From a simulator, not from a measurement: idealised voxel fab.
This section sets out a process module, namely voxel plated lines.
The cross-section on display is named cut; it measures 200 nm wide, and its cells are 5 nm squares.
This document writes a cross-section as a grid whose cells are square, and gives it as bands, listed from the top down; one or more rows of cells form a band. It is stipulated that each band's entry specify, in nanometres, the height of the top of the band and then that of its bottom, followed by the materials of the band in left-to-right sequence, each together with its width in nanometres. A single material marked by the word "throughout" is understood to fill the band from edge to edge; the word "air" is understood to denote empty space. Height datum 0, below which the as-received substrate wafer is one material. Lowest band open at the bottom, running downward: "z 0 and below". The expression "30 to 40" gives the width at the extremes of the band, the first number at its top row of cells and the second at its bottom row, with the width changing by equal amounts from each row to the next in between. "nothing altered", as given for a step, is the statement that not any cell of the cross-section underwent a change during that step. "Trapped cavities": empty spaces of 8 cells or more with no open way to the top, each given as width x height at distance, distance from the left edge, all in nm. Where a step's line continues beyond its settings, the continuation is a remark by the simulator itself on that step. overlay nm: mask offset rightward from planned place, masked step; negative means leftward offset.

## Set out below are the planned steps of the process
| 1 | RECEIVE: material Si |
| 2 | CONFORMAL_DEP: material Al2O3, thk nm 10 |
| 3 | DIRECTIONAL_DEP: material TiN, thk nm 5 |
| 4 | PATTERN: tone open, mask id LINES, material resist, width nm 25, pitch nm 55, thk nm 35, overlay nm 0 |
| 5 | EPI: material Ru, thk nm 10 |
| 6 | EPI: material Ru, thk nm 5 |
| 7 | EPI: material Ru, thk nm 5 |
| 8 | STRIP: etch materials resist |
| 9 | DIRECTIONAL_ETCH: etch materials TiN, depth nm 5 |
| 10 | CONFORMAL_DEP: material SiN, thk nm 10 |

## Cross-sectional view of the wafer in its as-received condition, corresponding to the state after step 1
  z 0 and below = Si throughout
  Trapped cavities: none

## Here's the cross-section of the first of our two wafers at the end of the module - it ran as planned
  z 45 to 35 = air 50 nm; SiN 45 nm; air 10 nm; SiN 45 nm; air 50 nm
  z 35 to 20 = air 50 nm; SiN 10 nm; Ru 25 nm; SiN 10 nm; air 10 nm; SiN 10 nm; Ru 25 nm; SiN 10 nm; air 50 nm
  z 20 to 15 = SiN 60 nm; Ru 25 nm; SiN 30 nm; Ru 25 nm; SiN 60 nm
  z 15 to 10 = SiN 60 nm; TiN 25 nm; SiN 30 nm; TiN 25 nm; SiN 60 nm
  z 10 to 0 = Al2O3 throughout
  z 0 and below = Si throughout
  Trapped cavities: none

## Second wafer cross-section at end of module - shared start and plan with the first, one mistake in the run
  z 45 to 35 = air 50 nm; SiN 45 nm; air 10 nm; SiN 45 nm; air 50 nm
  z 35 to 20 = air 50 nm; SiN 10 nm; Ru 25 nm; SiN 10 nm; air 10 nm; SiN 10 nm; Ru 25 nm; SiN 10 nm; air 50 nm
  z 20 to 15 = SiN 60 nm; Ru 25 nm; SiN 30 nm; Ru 25 nm; SiN 60 nm
  z 15 to 10 = SiN 60 nm; TiN 25 nm; SiN 30 nm; TiN 25 nm; SiN 60 nm
  z 10 to 0 = SiN throughout
  z 0 and below = Si throughout
  Trapped cavities: none
Run error: it should be noted that step 2 was executed with settings other than those planned, the operation and settings actually applied being CONFORMAL_DEP: material SiN, thk nm 10
Wafer comparison, final, in cells, second relative to first, materials more or fewer: -80 Al2O3 | +80 SiN
